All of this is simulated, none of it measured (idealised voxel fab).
The document below concerns the process module designated voxel fin reveal.
Cross-section cut: width 275 nm, square cells of 5 nm.
Just so we're on the same page, the cross-sections are grids of square cells, and they're listed out in bands top to bottom, each band one or more rows deep.
Heights first: top, then bottom, in nm. Then materials, left to right, each with a width in nm. "full width" on a single material: fills the band edge to edge. "blank": empty space.
Below 0: as-received wafer, all one material; heights counted from there. Lowest band: no bottom, goes on down, written "from 0 down".
Read "30..40" as a graded width: first number on top, second number at the bottom, same change between each pair of neighbouring rows.
"nothing altered", as given for a step, is the statement that not any cell of the cross-section underwent a change during that step.
Voids not open to the top, 8 cells minimum: see "Sealed void list". Written width x height at distance; distance is from the left edge; nm.
What comes after the settings on a step's line is commentary from the simulator itself on that step.
You can add "overlay nm" to a step's line. For a step with a mask, it describes how far the mask lay to the right of its planned position, and a negative number describes a lay to the left.

So here's the lineup of process steps we planned
1 RECEIVE [material Si]
2 CONFORMAL_DEP [material SiN] [thk nm 5]
3 PATTERN [tone cover] [mask id FINS] [material resist] [width nm 15] [pitch nm 35] [thk nm 20] [overlay nm 0]
4 DIRECTIONAL_ETCH [etch materials SiN] [depth nm 5]
5 DIRECTIONAL_ETCH [etch materials Si] [depth nm 30]
6 STRIP [etch materials resist]
7 FILL_DEP [material SiO2] [thk nm 5]
8 CMP [height nm 5]
9 SELECTIVE_ETCH [etch materials SiO2] [depth nm 15]
10 STRIP [etch materials SiN]

As-received state of the wafer in cross-section, equivalent to post-step 1
	from 0 down = Si full width
	Sealed void list: none

Starting structure and process plan are as shown above, but one mistake was made in running the module; the wafer cross-section at the end of the module follows
	from 0 to -10 = 95 nm blank  20 nm Si  15 nm blank  20 nm Si  15 nm blank  20 nm Si  90 nm blank
	from -10 to -30 = 95 nm SiO2  20 nm Si  15 nm SiO2  20 nm Si  15 nm SiO2  20 nm Si  90 nm SiO2
	from -30 down = Si full width
	Sealed void list: none
Where did the run depart from the plan? step 3 did not use the planned setting and instead ran as PATTERN [tone cover] [mask id FINS] [material resist] [width nm 20] [pitch nm 35] [thk nm 20] [overlay nm 0]
